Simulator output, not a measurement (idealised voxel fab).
process module | voxel spacer lines
Pictured: cross-section cut, 220 nm wide, on a grid of 5 nm square cells.
Square cells in a grid make up a cross-section in this document, and the grid is given as bands, listed from the top down, each one or more rows of cells. Top height, bottom height, nm. Materials left to right, width each, nm. Single material + "throughout" = fills band edge to edge. "air" = empty. Counting heights begins at 0, where everything beneath is, in the wafer as received, one material. The lowest band has no bottom; it goes on downwards, as "z 0 and below" shows. The two numbers in a width such as "30 to 40" mark its ends across the band: the first belongs to the top row of cells, the second to the bottom row, and from each row to the next the width moves by the same amount. Given "no modifications" for a step, no cell of the cross-section differs between before and after that step. Basically, "Closed internal cavities" tells you about the enclosed voids: empty spaces with no open way to the top, 8 cells or bigger, each written width x height at distance, where distance is from the left edge, all in nm. Post-settings text on a step line: simulator's own remark regarding the step. A step line may carry the setting "overlay nm", which, for steps involving a mask, states the distance by which the mask lay to the right of its intended position; negative values denote displacement to the left.
-- Set out below are the planned steps of the process
1) RECEIVE: material Si
2) CONFORMAL_DEP: material Al2O3, thk nm 10
3) DIRECTIONAL_DEP: material TiN, thk nm 15
4) DIRECTIONAL_DEP: material polySi, thk nm 30
5) PATTERN: tone cover, mask id MANDREL, material resist, width nm 25, pitch nm 70, thk nm 35, overlay nm 0
6) DIRECTIONAL_ETCH: etch materials polySi, depth nm 30
7) STRIP: etch materials resist
8) CONFORMAL_DEP: material SiO2, thk nm 10
9) DIRECTIONAL_ETCH: etch materials SiO2, depth nm 10
10) STRIP: etch materials polySi
11) DIRECTIONAL_ETCH: etch materials TiN, depth nm 15
12) STRIP: etch materials SiO2
13) FILL_DEP: material SiO2, thk nm 5
14) CMP: height nm 25
-- As-received state of the wafer in cross-section, equivalent to post-step 1
- z 0 and below  Si throughout
- Closed internal cavities: none
-- Cross-section, first of two wafers, end of module, run as planned
- z 25 to 10  50 nm SiO2 | 10 nm TiN | 25 nm SiO2 | 10 nm TiN | 25 nm SiO2 | 10 nm TiN | 25 nm SiO2 | 10 nm TiN | 55 nm SiO2
- z 10 to 0  Al2O3 throughout
- z 0 and below  Si throughout
- Closed internal cavities: none
-- Same start, same plan as the first wafer - but one mistake in the run. Cross-section of the second of the two at the end of the module
- z 25 to 10  50 nm Al2O3 | 10 nm TiN | 25 nm Al2O3 | 10 nm TiN | 25 nm Al2O3 | 10 nm TiN | 25 nm Al2O3 | 10 nm TiN | 55 nm Al2O3
- z 10 to 0  Al2O3 throughout
- z 0 and below  Si throughout
- Closed internal cavities: none
Here's what went sideways: step 13 did not use the planned setting and instead ran as FILL_DEP: material Al2O3, thk nm 5
Final comparison by cell count, materials where the second wafer has more or fewer than the first: Al2O3: 108 more, SiO2: 108 fewer
